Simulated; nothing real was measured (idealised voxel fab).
Presented below is a process module, voxel transistor to metal.
In the cross-section labelled cut, the width is 300 nm and each square cell is 5 nm.
Think of the cross-section as a grid of square cells. We describe it in bands, top to bottom, and each band covers one or more rows of those cells. Read a band's entry like this: the first values are the height of its top and the height of its bottom in nm, and what follows is the sequence of materials from left to right, each with its width in nm. Note that "air" is empty space, and that a single material marked "full width" reaches across the band from edge to edge. The level at which height equals 0 is the one under which the wafer, as it arrives, is entirely one material. No lower edge exists for the bottom band, which continues downward and is notated as in "from 0 down". The expression "30 to 40" gives the width at the extremes of the band, the first number at its top row of cells and the second at its bottom row, with the width changing by equal amounts from each row to the next in between. Any step labelled "all unchanged" changed none of the cells in the cross-section. "Enclosed void list" means: voids of 8 cells or more that are shut off from the top with no open way through. Written width x height at distance, distance from the left edge, in nm. On a step's line, text after the settings is the simulator commenting on that step. The "overlay nm" setting may appear on a step's line; for a step that uses a mask, it gives how far to the right of its planned position the mask lay, and a negative value indicates the left.
The planned process steps are enumerated hereunder
1 RECEIVE (material Si)
2 OXIDIZE (depth nm 5)
3 CONFORMAL_DEP (material SiN; thk nm 10)
4 PATTERN (tone cover; mask id ACTIVE; material resist; width nm 110; pitch nm 140; thk nm 20; overlay nm 0)
5 DIRECTIONAL_ETCH (etch materials SiN; depth nm 10)
6 DIRECTIONAL_ETCH (etch materials SiO2; depth nm 5)
7 DIRECTIONAL_ETCH (etch materials Si; depth nm 20)
8 STRIP (etch materials resist)
9 FILL_DEP (material SiO2; thk nm 10)
10 CMP (height nm 10)
11 SELECTIVE_ETCH (etch materials SiO2; depth nm 5)
12 STRIP (etch materials SiN)
13 SELECTIVE_ETCH (etch materials SiO2; depth nm 5)
14 OXIDIZE (depth nm 5)
15 DIRECTIONAL_DEP (material polySi; thk nm 25)
16 DIRECTIONAL_DEP (material SiCN; thk nm 10)
17 MASKED_ETCH (tone cover; mask id GATE; width nm 20; pitch nm 140; etch materials SiCN; depth nm 20; overlay nm 0)
18 MASKED_ETCH (tone cover; mask id GATE; width nm 20; pitch nm 140; etch materials polySi; depth nm 35; overlay nm 0)
19 CONFORMAL_DEP (material SiN; thk nm 5)
20 DIRECTIONAL_ETCH (etch materials SiN; depth nm 5)
21 DIRECTIONAL_ETCH (etch materials SiO2; depth nm 5)
22 DIRECTIONAL_ETCH (etch materials Si; depth nm 15)
23 EPI (material SiGe; thk nm 15)
24 FILL_DEP (material SiO2; thk nm 5)
25 CMP (height nm 30)
26 DIRECTIONAL_DEP (material SiO2; thk nm 15)
27 MASKED_ETCH (tone open; mask id CONTACT; width nm 35; etch materials SiO2; depth nm 55; overlay nm 0)
28 CONFORMAL_DEP (material TiN; thk nm 5)
29 FILL_DEP (material W; thk nm 5)
30 CMP (height nm 45)
31 CONFORMAL_DEP (material SiN; thk nm 5)
32 DIRECTIONAL_DEP (material lowk; thk nm 25)
33 MASKED_ETCH (tone open; mask id METAL_1; width nm 20; etch materials lowk; depth nm 25; overlay nm -15)
34 MASKED_ETCH (tone open; mask id METAL_1; width nm 20; etch materials SiN; depth nm 5; overlay nm 0)
35 CONFORMAL_DEP (material TiN; thk nm 5)
36 FILL_DEP (material Ru; thk nm 5)
37 CMP (height nm 75)
38 EPI (material Ru; thk nm 5)
39 FILL_DEP (material SiCN; thk nm 5)
40 DIRECTIONAL_DEP (material SiO2; thk nm 35)
41 DIRECTIONAL_DEP (material aC; thk nm 10)
42 PATTERN (tone open; mask id METAL_2; material resist; width nm 20; pitch nm 140; thk nm 30; overlay nm 0)
43 DIRECTIONAL_ETCH (etch materials aC; depth nm 10)
44 STRIP (etch materials resist)
45 DIRECTIONAL_ETCH (etch materials SiO2; depth nm 20)
46 STRIP (etch materials aC)
47 PATTERN (tone open; mask id METAL_2_HOLES; material resist; width nm 15; pitch nm 140; thk nm 20; overlay nm 0)
48 DIRECTIONAL_ETCH (etch materials SiO2; depth nm 15)
49 DIRECTIONAL_ETCH (etch materials SiCN; depth nm 5)
50 STRIP (etch materials resist)
51 CONFORMAL_DEP (material TiN; thk nm 5)
52 FILL_DEP (material Ru; thk nm 5)
53 CMP (height nm 120)
54 CONFORMAL_DEP (material SiCN; thk nm 5)
Wafer-to-wafer difference: overlay nm, step 33. Common start. Plan = first wafer's value.
First wafer of several, as received: cross-section after step 1
from 0 down | Si full width
Enclosed void list: none
Basically each wafer gets a line in the table, showing it at the end of the module: material by material, the cells it gained (+) or lost (-) since we got it, then its closed voids
overlay nm -15 | +76 Ru | -264 Si | +166 SiCN | +132 SiGe | +88 SiN | +682 SiO2 | +196 TiN | +164 W | +220 lowk | +40 polySi | Enclosed void list: none
overlay nm -10 | +76 Ru | -264 Si | +166 SiCN | +132 SiGe | +84 SiN | +682 SiO2 | +200 TiN | +164 W | +220 lowk | +40 polySi | Enclosed void list: none
overlay nm -5 | +80 Ru | -264 Si | +166 SiCN | +132 SiGe | +80 SiN | +682 SiO2 | +200 TiN | +164 W | +220 lowk | +40 polySi | Enclosed void list: none
overlay nm 0 | +84 Ru | -264 Si | +166 SiCN | +132 SiGe | +76 SiN | +682 SiO2 | +200 TiN | +164 W | +220 lowk | +40 polySi | Enclosed void list: none
overlay nm 5 | +80 Ru | -264 Si | +166 SiCN | +132 SiGe | +80 SiN | +682 SiO2 | +200 TiN | +164 W | +220 lowk | +40 polySi | Enclosed void list: none
overlay nm 10 | +76 Ru | -264 Si | +166 SiCN | +132 SiGe | +84 SiN | +682 SiO2 | +200 TiN | +164 W | +220 lowk | +40 polySi | Enclosed void list: none
overlay nm 15 | +76 Ru | -264 Si | +166 SiCN | +132 SiGe | +88 SiN | +682 SiO2 | +196 TiN | +164 W | +220 lowk | +40 polySi | Enclosed void list: none
